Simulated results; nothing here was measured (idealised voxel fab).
process module | voxel capacitor over wiring
cross-section cut | 150 nm wide | cells 5 nm
A cross-section is a grid of square cells, given in bands from the top down. A band is one or more rows of cells.
Each band's line starts with the height of the band's top and of its bottom, in nm. Then come its materials from left to right, each with its width in nm. One material with "throughout" fills the band from edge to edge. "air" is empty space.
Height 0 is the level under which the wafer as received is all one material. The lowest band goes on downwards, as in "0 down".
A width such as "30 to 40" changes by the same amount from each row of cells to the next, from the band's top row to its bottom row.
"no change" after a step means that no cell of the cross-section changed.
closed voids: empty space of 8 cells or more with no open way to the top, each as width x height at its distance from the left edge, in nm
after a step's settings: what the simulator itself notes on the step
overlay nm, on a step with a mask: how far to the right of its planned place the mask lay; to the left if negative
plan
1 op RECEIVE | material Si
2 op CONFORMAL_DEP | material SiO2 | thk nm 15
3 op CONFORMAL_DEP | material SiCN | thk nm 5
4 op DIRECTIONAL_DEP | material lowk | thk nm 20
5 op DIRECTIONAL_DEP | material aC | thk nm 15
6 op PATTERN | tone open | mask id METAL_1 | material resist | width nm 20 | pitch nm 90 | thk nm 35 | overlay nm 0
7 op DIRECTIONAL_ETCH | etch materials aC | depth nm 15
8 op STRIP | etch materials resist
9 op DIRECTIONAL_ETCH | etch materials lowk | depth nm 20
10 op DIRECTIONAL_ETCH | etch materials SiCN | depth nm 5
11 op STRIP | etch materials aC
12 op CONFORMAL_DEP | material TiN | thk nm 5
13 op FILL_DEP | material Cu | thk nm 10
14 op CMP | height nm 40
15 op CONFORMAL_DEP | material SiCN | thk nm 5
16 op DIRECTIONAL_DEP | material SiO2 | thk nm 10
17 op DIRECTIONAL_DEP | material aC | thk nm 10
18 op PATTERN | tone open | mask id PLUG_1 | material resist | width nm 15 | thk nm 25 | overlay nm 0
19 op DIRECTIONAL_ETCH | etch materials aC | depth nm 10
20 op STRIP | etch materials resist
21 op DIRECTIONAL_ETCH | etch materials SiO2 | depth nm 10
22 op DIRECTIONAL_ETCH | etch materials SiCN | depth nm 5
23 op STRIP | etch materials aC
24 op EPI | material Ru | thk nm 10
25 op EPI | material Ru | thk nm 5
26 op DIRECTIONAL_DEP | material TiN | thk nm 10
27 op DIRECTIONAL_DEP | material SiN | thk nm 5
28 op DIRECTIONAL_DEP | material TiN | thk nm 10
29 op MASKED_ETCH | tone cover | mask id UPPER_PLATE | width nm 75 | etch materials TiN | depth nm 10 | overlay nm 0
30 op MASKED_ETCH | tone cover | mask id UPPER_PLATE | width nm 75 | etch materials SiN | depth nm 5 | overlay nm 0
31 op MASKED_ETCH | tone cover | mask id LOWER_PLATE | width nm 85 | etch materials TiN | depth nm 10 | overlay nm -5
32 op FILL_DEP | material SiO2 | thk nm 15
33 op CMP | height nm 90
34 op MASKED_ETCH | tone open | mask id PLUG_2 | width nm 15 | etch materials SiO2 | depth nm 10 | overlay nm 0
35 op CONFORMAL_DEP | material TiN | thk nm 5
36 op FILL_DEP | material Cu | thk nm 10
37 op CMP | height nm 90
38 op CONFORMAL_DEP | material SiCN | thk nm 5
varied across the wafers: overlay nm of step 31. The plan shows the first wafer's value. All wafers start alike
first wafer as received, after step 1
  0 down: Si throughout
  closed voids: none
first wafer at the end, after step 38
  95 to 90: SiCN throughout
  90 to 85: SiO2 35 | TiN 5 | Cu 5 | TiN 5 | SiO2 100
  85 to 80: SiO2 35 | TiN 15 | SiO2 100
  80 to 70: SiO2 25 | TiN 75 | SiO2 50
  70 to 65: SiO2 25 | SiN 75 | SiO2 50
  65 to 55: SiO2 15 | TiN 85 | SiO2 50
  55 to 45: SiO2 25 | Ru 15 | SiO2 110
  45 to 40: SiCN 25 | Ru 15 | SiCN 110
  40 to 20: lowk 20 | TiN 5 | Cu 10 | TiN 5 | lowk 70 | TiN 5 | Cu 10 | TiN 5 | lowk 20
  20 to 15: SiCN 20 | TiN 20 | SiCN 70 | TiN 20 | SiCN 20
  15 to 0: SiO2 throughout
  0 down: Si throughout
  closed voids: none
last wafer at the end
  95 to 90: SiCN throughout
  90 to 85: SiO2 35 | TiN 5 | Cu 5 | TiN 5 | SiO2 100
  85 to 80: SiO2 35 | TiN 15 | SiO2 100
  80 to 70: SiO2 35 | TiN 65 | SiO2 50
  70 to 65: SiO2 25 | SiN 75 | SiO2 50
  65 to 55: SiO2 25 | TiN 95 | SiO2 30
  55 to 45: SiO2 25 | Ru 15 | SiO2 110
  45 to 40: SiCN 25 | Ru 15 | SiCN 110
  40 to 20: lowk 20 | TiN 5 | Cu 10 | TiN 5 | lowk 70 | TiN 5 | Cu 10 | TiN 5 | lowk 20
  20 to 15: SiCN 20 | TiN 20 | SiCN 70 | TiN 20 | SiCN 20
  15 to 0: SiO2 throughout
  0 down: Si throughout
  closed voids: none
each wafer at the end: cells of each material gained (+) or lost (-) since it was received, then its closed voids
overlay nm -5 | +17 Cu | +9 Ru | +79 SiCN | +15 SiN | +269 SiO2 | +93 TiN | +88 lowk | closed voids: none
overlay nm 0 | +17 Cu | +9 Ru | +79 SiCN | +15 SiN | +269 SiO2 | +93 TiN | +88 lowk | closed voids: none
overlay nm 5 | +17 Cu | +9 Ru | +79 SiCN | +15 SiN | +269 SiO2 | +93 TiN | +88 lowk | closed voids: none
overlay nm 10 | +17 Cu | +9 Ru | +79 SiCN | +15 SiN | +269 SiO2 | +93 TiN | +88 lowk | closed voids: none
overlay nm 15 | +17 Cu | +9 Ru | +79 SiCN | +15 SiN | +269 SiO2 | +93 TiN | +88 lowk | closed voids: none
